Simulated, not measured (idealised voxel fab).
process module | voxel gate over fins
cross-section cut | 140 nm wide | cells 5 nm
A cross-section is a grid of square cells, given in bands from the top down. A band is one or more rows of cells.
Each band's line starts with the height of the band's top and of its bottom, in nm. Then come its materials from left to right, each with its width in nm. One material with "throughout" fills the band from edge to edge. "air" is empty space.
Height 0 is the level under which the wafer as received is all one material. The lowest band goes on downwards, as in "0 down".
A width such as "30 to 40" changes by the same amount from each row of cells to the next, from the band's top row to its bottom row.
"no change" after a step means that no cell of the cross-section changed.
closed voids: empty space of 8 cells or more with no open way to the top, each as width x height at its distance from the left edge, in nm
after a step's settings: what the simulator itself notes on the step
overlay nm, on a step with a mask: how far to the right of its planned place the mask lay; to the left if negative
plan
1 op RECEIVE | material Si
2 op CONFORMAL_DEP | material SiN | thk nm 5
3 op PATTERN | tone cover | mask id FINS | material resist | width nm 15 | pitch nm 45 | thk nm 15 | overlay nm 0
4 op DIRECTIONAL_ETCH | etch materials SiN | depth nm 5
5 op DIRECTIONAL_ETCH | etch materials Si | depth nm 30
6 op STRIP | etch materials resist
7 op OXIDIZE | depth nm 5
8 op FILL_DEP | material SiO2 | thk nm 15
9 op CMP | height nm 5
10 op SELECTIVE_ETCH | etch materials SiO2 | depth nm 20
11 op STRIP | etch materials SiN
12 op CONFORMAL_DEP | material HfO2 | thk nm 5
13 op CONFORMAL_DEP | material TiN | thk nm 5
14 op CONFORMAL_DEP | material TiAl | thk nm 5
15 op CONFORMAL_DEP | material TiN | thk nm 5
16 op FILL_DEP | material W | thk nm 15
17 op CMP | height nm 30
18 op CONFORMAL_DEP | material SiN | thk nm 5
as received, after step 1
  0 down: Si throughout
  closed voids: none
a wafer at the end: this start, this plan, one mistake
  35 to 30: SiN throughout
  30 to 20: W throughout
  20 to 15: W 25 | TiN 90 | W 25
  15 to 10: W 25 | TiN 5 | TiAl 35 | TiN 10 | TiAl 35 | TiN 5 | W 25
  10 to 5: W 25 | TiN 5 | TiAl 5 | TiN 25 | TiAl 5 | TiN 10 | TiAl 5 | TiN 25 | TiAl 5 | TiN 5 | W 25
  5 to 0: W 25 | TiN 5 | TiAl 5 | TiN 5 | HfO2 15 | TiN 5 | TiAl 5 | TiN 10 | TiAl 5 | TiN 5 | HfO2 15 | TiN 5 | TiAl 5 | TiN 5 | W 25
  0 to -15: W 25 | TiN 5 | TiAl 5 | TiN 5 | HfO2 5 | Si 5 | HfO2 5 | TiN 5 | TiAl 5 | TiN 10 | TiAl 5 | TiN 5 | HfO2 5 | Si 5 | HfO2 5 | TiN 5 | TiAl 5 | TiN 5 | W 25
  -15 to -20: TiN 30 | TiAl 5 | TiN 5 | HfO2 5 | Si 5 | HfO2 5 | TiN 5 | TiAl 5 | TiN 10 | TiAl 5 | TiN 5 | HfO2 5 | Si 5 | HfO2 5 | TiN 5 | TiAl 5 | TiN 30
  -20 to -25: TiAl 35 | TiN 5 | HfO2 5 | Si 5 | HfO2 5 | TiN 5 | TiAl 20 | TiN 5 | HfO2 5 | Si 5 | HfO2 5 | TiN 5 | TiAl 35
  -25 to -30: TiN 40 | HfO2 5 | Si 5 | HfO2 5 | TiN 30 | HfO2 5 | Si 5 | HfO2 5 | TiN 40
  -30 to -35: HfO2 45 | Si 5 | HfO2 40 | Si 5 | HfO2 45
  -35 down: Si throughout
  closed voids: none
what went wrong: step 10 was run twice
